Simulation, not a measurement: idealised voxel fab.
Process module in this document: voxel wiring stack
Each square cell in cross-section cut measures 5 nm, and the section as a whole is 235 nm wide.
In this document a cross-section is written as a grid of square cells. It is given as a series of bands, listed from the top down, and a band is one or more rows of cells.
Each band's line starts with the height of the band's top and of its bottom, in nm. Then come its materials from left to right, each with its width in nm. One material with "edge to edge" fills the band from edge to edge. "air" is empty space.
Height reference: 0 = level under which incoming wafer is all one material. Lowest band: no bottom, runs on downward, e.g. "from 0 down".
With a width like "30 to 40", each row of cells in the band differs from the next by the same amount, the top row carrying the first number and the bottom row the second.
The cross-section has no changed cell in any step marked "remained the same".
The entry "Completely enclosed voids" lists the empty spaces that cover at least 8 cells and have no open path to the top. Each is written as width x height at distance, where the distance is measured from the left edge and all three values are in nm.
Formally, on a step line, whatever follows the settings is a remark that the simulator itself makes on the step.
Among the settings permitted on a step's line is "overlay nm"; applied to a step with a mask, it specifies the extent to which the mask lay to the right of its planned position, whereas a negative figure signifies a position to the left.

### Intended process steps
step 1: RECEIVE with material Si
step 2: CONFORMAL_DEP with material SiO2, thk nm 15
step 3: DIRECTIONAL_DEP with material TiN, thk nm 5
step 4: DIRECTIONAL_DEP with material W, thk nm 20
step 5: DIRECTIONAL_DEP with material aC, thk nm 15
step 6: PATTERN with tone cover, mask id METAL_1, material resist, width nm 30, pitch nm 60, thk nm 30, overlay nm 0
step 7: DIRECTIONAL_ETCH with etch materials aC, depth nm 15
step 8: STRIP with etch materials resist
step 9: DIRECTIONAL_ETCH with etch materials W, depth nm 20
step 10: DIRECTIONAL_ETCH with etch materials TiN, depth nm 5
step 11: STRIP with etch materials aC
step 12: CONFORMAL_DEP with material SiCN, thk nm 5
step 13: FILL_DEP with material lowk, thk nm 10
step 14: CMP with height nm 40
step 15: CONFORMAL_DEP with material SiCN, thk nm 5
step 16: DIRECTIONAL_DEP with material SiO2, thk nm 20
step 17: MASKED_ETCH with tone open, mask id PLUG_1, width nm 15, pitch nm 120, etch materials SiO2, depth nm 20, overlay nm 0
step 18: MASKED_ETCH with tone open, mask id PLUG_1, width nm 15, pitch nm 120, etch materials SiCN, depth nm 5, overlay nm 0
step 19: CONFORMAL_DEP with material TiN, thk nm 5
step 20: FILL_DEP with material W, thk nm 5
step 21: CMP with height nm 65
step 22: CONFORMAL_DEP with material SiCN, thk nm 5
step 23: DIRECTIONAL_DEP with material SiO2, thk nm 15
step 24: PATTERN with tone open, mask id METAL_2, material resist, width nm 30, pitch nm 60, thk nm 20, overlay nm 0
step 25: DIRECTIONAL_ETCH with etch materials SiO2, depth nm 15
step 26: DIRECTIONAL_ETCH with etch materials SiCN, depth nm 5
step 27: STRIP with etch materials resist
step 28: CONFORMAL_DEP with material TiN, thk nm 5
step 29: FILL_DEP with material W, thk nm 5
step 30: CMP with height nm 85
step 31: CONFORMAL_DEP with material SiCN, thk nm 5
step 32: DIRECTIONAL_DEP with material SiO2, thk nm 10
step 33: MASKED_ETCH with tone open, mask id PLUG_2, width nm 15, pitch nm 60, etch materials SiO2, depth nm 10, overlay nm 0
step 34: MASKED_ETCH with tone open, mask id PLUG_2, width nm 15, pitch nm 60, etch materials SiCN, depth nm 5, overlay nm 0
step 35: CONFORMAL_DEP with material TiN, thk nm 5
step 36: FILL_DEP with material W, thk nm 5
step 37: CMP with height nm 100
step 38: DIRECTIONAL_DEP with material TiN, thk nm 5
step 39: DIRECTIONAL_DEP with material Ru, thk nm 25
step 40: MASKED_ETCH with tone cover, mask id METAL_3, width nm 30, pitch nm 60, etch materials Ru, depth nm 25, overlay nm 0
step 41: MASKED_ETCH with tone cover, mask id METAL_3, width nm 30, pitch nm 60, etch materials TiN, depth nm 5, overlay nm 0
step 42: CONFORMAL_DEP with material SiN, thk nm 5
step 43: FILL_DEP with material lowk, thk nm 5
step 44: CMP with height nm 130
step 45: CONFORMAL_DEP with material SiCN, thk nm 5

### first wafer, as planned

### Incoming wafer in cross-section (state: after step 1)
    from 0 down  Si edge to edge
    Completely enclosed voids: none

### Step 2 done - wafer cross-section
    from 15 to 0  SiO2 edge to edge
    below 0: unchanged

### Step 3 done - wafer cross-section
    from 20 to 15  TiN edge to edge
    below 15: unchanged

### Step 4 done - wafer cross-section
    from 40 to 20  W edge to edge
    below 20: unchanged

### Step 5 done - wafer cross-section
    from 55 to 40  aC edge to edge
    below 40: unchanged

### Step 6 done - wafer cross-section
    from 85 to 55  air (40), resist (30), air (30), resist (30), air (30), resist (30), air (45)
    below 55: unchanged

### Step 7 done - wafer cross-section
    from 70 to 55  air (40), resist (30), air (30), resist (30), air (30), resist (30), air (45)
    from 55 to 40  air (40), aC (30), air (30), aC (30), air (30), aC (30), air (45)
    below 40: unchanged

### Step 8 done - wafer cross-section
    from 55 to 40  air (40), aC (30), air (30), aC (30), air (30), aC (30), air (45)
    below 40: unchanged

### Step 9 done - wafer cross-section
    from 55 to 40  air (40), aC (30), air (30), aC (30), air (30), aC (30), air (45)
    from 40 to 20  air (40), W (30), air (30), W (30), air (30), W (30), air (45)
    below 20: unchanged

### Step 10 done - wafer cross-section
    from 55 to 40  air (40), aC (30), air (30), aC (30), air (30), aC (30), air (45)
    from 40 to 20  air (40), W (30), air (30), W (30), air (30), W (30), air (45)
    from 20 to 15  air (40), TiN (30), air (30), TiN (30), air (30), TiN (30), air (45)
    below 15: unchanged

### Step 11 done - wafer cross-section
    from 40 to 20  air (40), W (30), air (30), W (30), air (30), W (30), air (45)
    below 20: unchanged

### Step 12 done - wafer cross-section
    from 45 to 40  air (35), SiCN (40), air (20), SiCN (40), air (20), SiCN (40), air (40)
    from 40 to 20  air (35), SiCN (5), W (30), SiCN (5), air (20), SiCN (5), W (30), SiCN (5), air (20), SiCN (5), W (30), SiCN (5), air (40)
    from 20 to 15  SiCN (40), TiN (30), SiCN (30), TiN (30), SiCN (30), TiN (30), SiCN (45)
    below 15: unchanged

### Step 13 done - wafer cross-section
    from 55 to 45  lowk edge to edge
    from 45 to 40  lowk (35), SiCN (40), lowk (20), SiCN (40), lowk (20), SiCN (40), lowk (40)
    from 40 to 20  lowk (35), SiCN (5), W (30), SiCN (5), lowk (20), SiCN (5), W (30), SiCN (5), lowk (20), SiCN (5), W (30), SiCN (5), lowk (40)
    below 20: unchanged

### Step 14 done - wafer cross-section
    from 40 to 20  lowk (35), SiCN (5), W (30), SiCN (5), lowk (20), SiCN (5), W (30), SiCN (5), lowk (20), SiCN (5), W (30), SiCN (5), lowk (40)
    below 20: unchanged

### Step 15 done - wafer cross-section
    from 45 to 40  SiCN edge to edge
    below 40: unchanged

### Step 16 done - wafer cross-section
    from 65 to 45  SiO2 edge to edge
    below 45: unchanged

### Step 17 done - wafer cross-section
    from 65 to 45  SiO2 (40), air (15), SiO2 (105), air (15), SiO2 (60)
    below 45: unchanged

### Step 18 done - wafer cross-section
    from 65 to 45  SiO2 (40), air (15), SiO2 (105), air (15), SiO2 (60)
    from 45 to 40  SiCN (40), air (15), SiCN (105), air (15), SiCN (60)
    below 40: unchanged

### Step 19 done - wafer cross-section
    from 70 to 65  TiN (45), air (5), TiN (115), air (5), TiN (65)
    from 65 to 45  SiO2 (40), TiN (5), air (5), TiN (5), SiO2 (105), TiN (5), air (5), TiN (5), SiO2 (60)
    from 45 to 40  SiCN (40), TiN (15), SiCN (105), TiN (15), SiCN (60)
    below 40: unchanged

### Step 20 done - wafer cross-section
    from 75 to 70  W edge to edge
    from 70 to 65  TiN (45), W (5), TiN (115), W (5), TiN (65)
    from 65 to 45  SiO2 (40), TiN (5), W (5), TiN (5), SiO2 (105), TiN (5), W (5), TiN (5), SiO2 (60)
    below 45: unchanged

### Step 21 done - wafer cross-section
    from 65 to 45  SiO2 (40), TiN (5), W (5), TiN (5), SiO2 (105), TiN (5), W (5), TiN (5), SiO2 (60)
    below 45: unchanged

### Step 22 done - wafer cross-section
    from 70 to 65  SiCN edge to edge
    below 65: unchanged

### Step 23 done - wafer cross-section
    from 85 to 70  SiO2 edge to edge
    below 70: unchanged

### Step 24 done - wafer cross-section
    from 105 to 85  resist (40), air (30), resist (30), air (30), resist (30), air (30), resist (45)
    below 85: unchanged

### Step 25 done - wafer cross-section
    from 105 to 85  resist (40), air (30), resist (30), air (30), resist (30), air (30), resist (45)
    from 85 to 70  SiO2 (40), air (30), SiO2 (30), air (30), SiO2 (30), air (30), SiO2 (45)
    below 70: unchanged

### Step 26 done - wafer cross-section
    from 105 to 85  resist (40), air (30), resist (30), air (30), resist (30), air (30), resist (45)
    from 85 to 70  SiO2 (40), air (30), SiO2 (30), air (30), SiO2 (30), air (30), SiO2 (45)
    from 70 to 65  SiCN (40), air (30), SiCN (30), air (30), SiCN (30), air (30), SiCN (45)
    below 65: unchanged

### Step 27 done - wafer cross-section
    from 85 to 70  SiO2 (40), air (30), SiO2 (30), air (30), SiO2 (30), air (30), SiO2 (45)
    below 70: unchanged

### Step 28 done - wafer cross-section
    from 90 to 85  TiN (45), air (20), TiN (40), air (20), TiN (40), air (20), TiN (50)
    from 85 to 70  SiO2 (40), TiN (5), air (20), TiN (5), SiO2 (30), TiN (5), air (20), TiN (5), SiO2 (30), TiN (5), air (20), TiN (5), SiO2 (45)
    from 70 to 65  SiCN (40), TiN (30), SiCN (30), TiN (30), SiCN (30), TiN (30), SiCN (45)
    below 65: unchanged

### Step 29 done - wafer cross-section
    from 95 to 90  W edge to edge
    from 90 to 85  TiN (45), W (20), TiN (40), W (20), TiN (40), W (20), TiN (50)
    from 85 to 70  SiO2 (40), TiN (5), W (20), TiN (5), SiO2 (30), TiN (5), W (20), TiN (5), SiO2 (30), TiN (5), W (20), TiN (5), SiO2 (45)
    below 70: unchanged

### Step 30 done - wafer cross-section
    from 85 to 70  SiO2 (40), TiN (5), W (20), TiN (5), SiO2 (30), TiN (5), W (20), TiN (5), SiO2 (30), TiN (5), W (20), TiN (5), SiO2 (45)
    below 70: unchanged

### Step 31 done - wafer cross-section
    from 90 to 85  SiCN edge to edge
    below 85: unchanged

### Step 32 done - wafer cross-section
    from 100 to 90  SiO2 edge to edge
    below 90: unchanged

### Step 33 done - wafer cross-section
    from 100 to 90  SiO2 (40), air (15), SiO2 (45), air (15), SiO2 (45), air (15), SiO2 (60)
    below 90: unchanged

### Step 34 done - wafer cross-section
    from 100 to 90  SiO2 (40), air (15), SiO2 (45), air (15), SiO2 (45), air (15), SiO2 (60)
    from 90 to 85  SiCN (40), air (15), SiCN (45), air (15), SiCN (45), air (15), SiCN (60)
    below 85: unchanged

### Step 35 done - wafer cross-section
    from 105 to 100  TiN (45), air (5), TiN (55), air (5), TiN (55), air (5), TiN (65)
    from 100 to 90  SiO2 (40), TiN (5), air (5), TiN (5), SiO2 (45), TiN (5), air (5), TiN (5), SiO2 (45), TiN (5), air (5), TiN (5), SiO2 (60)
    from 90 to 85  SiCN (40), TiN (15), SiCN (45), TiN (15), SiCN (45), TiN (15), SiCN (60)
    below 85: unchanged

### Step 36 done - wafer cross-section
    from 110 to 105  W edge to edge
    from 105 to 100  TiN (45), W (5), TiN (55), W (5), TiN (55), W (5), TiN (65)
    from 100 to 90  SiO2 (40), TiN (5), W (5), TiN (5), SiO2 (45), TiN (5), W (5), TiN (5), SiO2 (45), TiN (5), W (5), TiN (5), SiO2 (60)
    below 90: unchanged

### Step 37 done - wafer cross-section
    from 100 to 90  SiO2 (40), TiN (5), W (5), TiN (5), SiO2 (45), TiN (5), W (5), TiN (5), SiO2 (45), TiN (5), W (5), TiN (5), SiO2 (60)
    below 90: unchanged

### Step 38 done - wafer cross-section
    from 105 to 100  TiN edge to edge
    below 100: unchanged

### Step 39 done - wafer cross-section
    from 130 to 105  Ru edge to edge
    below 105: unchanged

### Step 40 done - wafer cross-section
    from 130 to 105  air (40), Ru (30), air (30), Ru (30), air (30), Ru (30), air (45)
    below 105: unchanged

### Step 41 done - wafer cross-section
    from 130 to 105  air (40), Ru (30), air (30), Ru (30), air (30), Ru (30), air (45)
    from 105 to 100  air (40), TiN (30), air (30), TiN (30), air (30), TiN (30), air (45)
    below 100: unchanged

### Step 42 done - wafer cross-section
    from 135 to 130  air (35), SiN (40), air (20), SiN (40), air (20), SiN (40), air (40)
    from 130 to 105  air (35), SiN (5), Ru (30), SiN (5), air (20), SiN (5), Ru (30), SiN (5), air (20), SiN (5), Ru (30), SiN (5), air (40)
    from 105 to 100  SiN (40), TiN (30), SiN (30), TiN (30), SiN (30), TiN (30), SiN (45)
    below 100: unchanged

### Step 43 done - wafer cross-section
    from 140 to 135  lowk edge to edge
    from 135 to 130  lowk (35), SiN (40), lowk (20), SiN (40), lowk (20), SiN (40), lowk (40)
    from 130 to 105  lowk (35), SiN (5), Ru (30), SiN (5), lowk (20), SiN (5), Ru (30), SiN (5), lowk (20), SiN (5), Ru (30), SiN (5), lowk (40)
    below 105: unchanged

### Step 44 done - wafer cross-section
    from 130 to 105  lowk (35), SiN (5), Ru (30), SiN (5), lowk (20), SiN (5), Ru (30), SiN (5), lowk (20), SiN (5), Ru (30), SiN (5), lowk (40)
    below 105: unchanged

### Step 45 done - wafer cross-section
    from 135 to 130  SiCN edge to edge
    below 130: unchanged

### Wafer two. Same start, same plan, one slip in execution. Same as wafer one through step 1, inclusive

Second wafer at the planned finish of step 2, seen in cross-section: remained the same

### Second wafer at the planned finish of step 3, seen in cross-section
    from 5 to 0  TiN edge to edge
    below 0: unchanged

### Second wafer at the planned finish of step 4, seen in cross-section
    from 25 to 5  W edge to edge
    below 5: unchanged

### Second wafer at the planned finish of step 5, seen in cross-section
    from 40 to 25  aC edge to edge
    below 25: unchanged

### Second wafer at the planned finish of step 6, seen in cross-section
    from 70 to 40  air (40), resist (30), air (30), resist (30), air (30), resist (30), air (45)
    below 40: unchanged

### Second wafer at the planned finish of step 7, seen in cross-section
    from 55 to 40  air (40), resist (30), air (30), resist (30), air (30), resist (30), air (45)
    from 40 to 25  air (40), aC (30), air (30), aC (30), air (30), aC (30), air (45)
    below 25: unchanged

### Second wafer at the planned finish of step 8, seen in cross-section
    from 40 to 25  air (40), aC (30), air (30), aC (30), air (30), aC (30), air (45)
    below 25: unchanged

### Second wafer at the planned finish of step 9, seen in cross-section
    from 40 to 25  air (40), aC (30), air (30), aC (30), air (30), aC (30), air (45)
    from 25 to 5  air (40), W (30), air (30), W (30), air (30), W (30), air (45)
    below 5: unchanged

### Second wafer at the planned finish of step 10, seen in cross-section
    from 40 to 25  air (40), aC (30), air (30), aC (30), air (30), aC (30), air (45)
    from 25 to 5  air (40), W (30), air (30), W (30), air (30), W (30), air (45)
    from 5 to 0  air (40), TiN (30), air (30), TiN (30), air (30), TiN (30), air (45)
    below 0: unchanged

### Second wafer at the planned finish of step 11, seen in cross-section
    from 25 to 5  air (40), W (30), air (30), W (30), air (30), W (30), air (45)
    below 5: unchanged

### Second wafer at the planned finish of step 12, seen in cross-section
    from 30 to 25  air (35), SiCN (40), air (20), SiCN (40), air (20), SiCN (40), air (40)
    from 25 to 5  air (35), SiCN (5), W (30), SiCN (5), air (20), SiCN (5), W (30), SiCN (5), air (20), SiCN (5), W (30), SiCN (5), air (40)
    from 5 to 0  SiCN (40), TiN (30), SiCN (30), TiN (30), SiCN (30), TiN (30), SiCN (45)
    below 0: unchanged

### Second wafer at the planned finish of step 13, seen in cross-section
    from 40 to 30  lowk edge to edge
    from 30 to 25  lowk (35), SiCN (40), lowk (20), SiCN (40), lowk (20), SiCN (40), lowk (40)
    from 25 to 5  lowk (35), SiCN (5), W (30), SiCN (5), lowk (20), SiCN (5), W (30), SiCN (5), lowk (20), SiCN (5), W (30), SiCN (5), lowk (40)
    below 5: unchanged

Second wafer at the planned finish of step 14, seen in cross-section: remained the same

### Second wafer at the planned finish of step 15, seen in cross-section
    from 45 to 40  SiCN edge to edge
    below 40: unchanged

### Second wafer at the planned finish of step 16, seen in cross-section
    from 65 to 45  SiO2 edge to edge
    below 45: unchanged

### Second wafer at the planned finish of step 17, seen in cross-section
    from 65 to 45  SiO2 (40), air (15), SiO2 (105), air (15), SiO2 (60)
    below 45: unchanged

### Second wafer at the planned finish of step 18, seen in cross-section
    from 65 to 45  SiO2 (40), air (15), SiO2 (105), air (15), SiO2 (60)
    from 45 to 40  SiCN (40), air (15), SiCN (105), air (15), SiCN (60)
    below 40: unchanged

### Second wafer at the planned finish of step 19, seen in cross-section
    from 70 to 65  TiN (45), air (5), TiN (115), air (5), TiN (65)
    from 65 to 45  SiO2 (40), TiN (5), air (5), TiN (5), SiO2 (105), TiN (5), air (5), TiN (5), SiO2 (60)
    from 45 to 40  SiCN (40), TiN (15), SiCN (105), TiN (15), SiCN (60)
    below 40: unchanged

### Second wafer at the planned finish of step 20, seen in cross-section
    from 75 to 70  W edge to edge
    from 70 to 65  TiN (45), W (5), TiN (115), W (5), TiN (65)
    from 65 to 45  SiO2 (40), TiN (5), W (5), TiN (5), SiO2 (105), TiN (5), W (5), TiN (5), SiO2 (60)
    below 45: unchanged

### Second wafer at the planned finish of step 21, seen in cross-section
    from 65 to 45  SiO2 (40), TiN (5), W (5), TiN (5), SiO2 (105), TiN (5), W (5), TiN (5), SiO2 (60)
    below 45: unchanged

### Second wafer at the planned finish of step 22, seen in cross-section
    from 70 to 65  SiCN edge to edge
    below 65: unchanged

### Second wafer at the planned finish of step 23, seen in cross-section
    from 85 to 70  SiO2 edge to edge
    below 70: unchanged

### Second wafer at the planned finish of step 24, seen in cross-section
    from 105 to 85  resist (40), air (30), resist (30), air (30), resist (30), air (30), resist (45)
    below 85: unchanged

### Second wafer at the planned finish of step 25, seen in cross-section
    from 105 to 85  resist (40), air (30), resist (30), air (30), resist (30), air (30), resist (45)
    from 85 to 70  SiO2 (40), air (30), SiO2 (30), air (30), SiO2 (30), air (30), SiO2 (45)
    below 70: unchanged

### Second wafer at the planned finish of step 26, seen in cross-section
    from 105 to 85  resist (40), air (30), resist (30), air (30), resist (30), air (30), resist (45)
    from 85 to 70  SiO2 (40), air (30), SiO2 (30), air (30), SiO2 (30), air (30), SiO2 (45)
    from 70 to 65  SiCN (40), air (30), SiCN (30), air (30), SiCN (30), air (30), SiCN (45)
    below 65: unchanged

### Second wafer at the planned finish of step 27, seen in cross-section
    from 85 to 70  SiO2 (40), air (30), SiO2 (30), air (30), SiO2 (30), air (30), SiO2 (45)
    below 70: unchanged

### Second wafer at the planned finish of step 28, seen in cross-section
    from 90 to 85  TiN (45), air (20), TiN (40), air (20), TiN (40), air (20), TiN (50)
    from 85 to 70  SiO2 (40), TiN (5), air (20), TiN (5), SiO2 (30), TiN (5), air (20), TiN (5), SiO2 (30), TiN (5), air (20), TiN (5), SiO2 (45)
    from 70 to 65  SiCN (40), TiN (30), SiCN (30), TiN (30), SiCN (30), TiN (30), SiCN (45)
    below 65: unchanged

### Second wafer at the planned finish of step 29, seen in cross-section
    from 95 to 90  W edge to edge
    from 90 to 85  TiN (45), W (20), TiN (40), W (20), TiN (40), W (20), TiN (50)
    from 85 to 70  SiO2 (40), TiN (5), W (20), TiN (5), SiO2 (30), TiN (5), W (20), TiN (5), SiO2 (30), TiN (5), W (20), TiN (5), SiO2 (45)
    below 70: unchanged

### Second wafer at the planned finish of step 30, seen in cross-section
    from 85 to 70  SiO2 (40), TiN (5), W (20), TiN (5), SiO2 (30), TiN (5), W (20), TiN (5), SiO2 (30), TiN (5), W (20), TiN (5), SiO2 (45)
    below 70: unchanged

### Second wafer at the planned finish of step 31, seen in cross-section
    from 90 to 85  SiCN edge to edge
    below 85: unchanged

### Second wafer at the planned finish of step 32, seen in cross-section
    from 100 to 90  SiO2 edge to edge
    below 90: unchanged

### Second wafer at the planned finish of step 33, seen in cross-section
    from 100 to 90  SiO2 (40), air (15), SiO2 (45), air (15), SiO2 (45), air (15), SiO2 (60)
    below 90: unchanged

### Second wafer at the planned finish of step 34, seen in cross-section
    from 100 to 90  SiO2 (40), air (15), SiO2 (45), air (15), SiO2 (45), air (15), SiO2 (60)
    from 90 to 85  SiCN (40), air (15), SiCN (45), air (15), SiCN (45), air (15), SiCN (60)
    below 85: unchanged

### Second wafer at the planned finish of step 35, seen in cross-section
    from 105 to 100  TiN (45), air (5), TiN (55), air (5), TiN (55), air (5), TiN (65)
    from 100 to 90  SiO2 (40), TiN (5), air (5), TiN (5), SiO2 (45), TiN (5), air (5), TiN (5), SiO2 (45), TiN (5), air (5), TiN (5), SiO2 (60)
    from 90 to 85  SiCN (40), TiN (15), SiCN (45), TiN (15), SiCN (45), TiN (15), SiCN (60)
    below 85: unchanged

### Second wafer at the planned finish of step 36, seen in cross-section
    from 110 to 105  W edge to edge
    from 105 to 100  TiN (45), W (5), TiN (55), W (5), TiN (55), W (5), TiN (65)
    from 100 to 90  SiO2 (40), TiN (5), W (5), TiN (5), SiO2 (45), TiN (5), W (5), TiN (5), SiO2 (45), TiN (5), W (5), TiN (5), SiO2 (60)
    below 90: unchanged

### Second wafer at the planned finish of step 37, seen in cross-section
    from 100 to 90  SiO2 (40), TiN (5), W (5), TiN (5), SiO2 (45), TiN (5), W (5), TiN (5), SiO2 (45), TiN (5), W (5), TiN (5), SiO2 (60)
    below 90: unchanged

### Second wafer at the planned finish of step 38, seen in cross-section
    from 105 to 100  TiN edge to edge
    below 100: unchanged

### Second wafer at the planned finish of step 39, seen in cross-section
    from 130 to 105  Ru edge to edge
    below 105: unchanged

### Second wafer at the planned finish of step 40, seen in cross-section
    from 130 to 105  air (40), Ru (30), air (30), Ru (30), air (30), Ru (30), air (45)
    below 105: unchanged

### Second wafer at the planned finish of step 41, seen in cross-section
    from 130 to 105  air (40), Ru (30), air (30), Ru (30), air (30), Ru (30), air (45)
    from 105 to 100  air (40), TiN (30), air (30), TiN (30), air (30), TiN (30), air (45)
    below 100: unchanged

### Second wafer at the planned finish of step 42, seen in cross-section
    from 135 to 130  air (35), SiN (40), air (20), SiN (40), air (20), SiN (40), air (40)
    from 130 to 105  air (35), SiN (5), Ru (30), SiN (5), air (20), SiN (5), Ru (30), SiN (5), air (20), SiN (5), Ru (30), SiN (5), air (40)
    from 105 to 100  SiN (40), TiN (30), SiN (30), TiN (30), SiN (30), TiN (30), SiN (45)
    below 100: unchanged

### Second wafer at the planned finish of step 43, seen in cross-section
    from 140 to 135  lowk edge to edge
    from 135 to 130  lowk (35), SiN (40), lowk (20), SiN (40), lowk (20), SiN (40), lowk (40)
    from 130 to 105  lowk (35), SiN (5), Ru (30), SiN (5), lowk (20), SiN (5), Ru (30), SiN (5), lowk (20), SiN (5), Ru (30), SiN (5), lowk (40)
    below 105: unchanged

### Second wafer at the planned finish of step 44, seen in cross-section
    from 130 to 105  lowk (35), SiN (5), Ru (30), SiN (5), lowk (20), SiN (5), Ru (30), SiN (5), lowk (20), SiN (5), Ru (30), SiN (5), lowk (40)
    below 105: unchanged

### Second wafer at the planned finish of step 45, seen in cross-section
    from 135 to 130  SiCN edge to edge
    below 130: unchanged
Diagnosis: step 2 of the plan was omitted and not executed
Materials where the second wafer ends with more or fewer cells than the first: 24 more of SiCN, 141 fewer of SiO2, 117 more of lowk
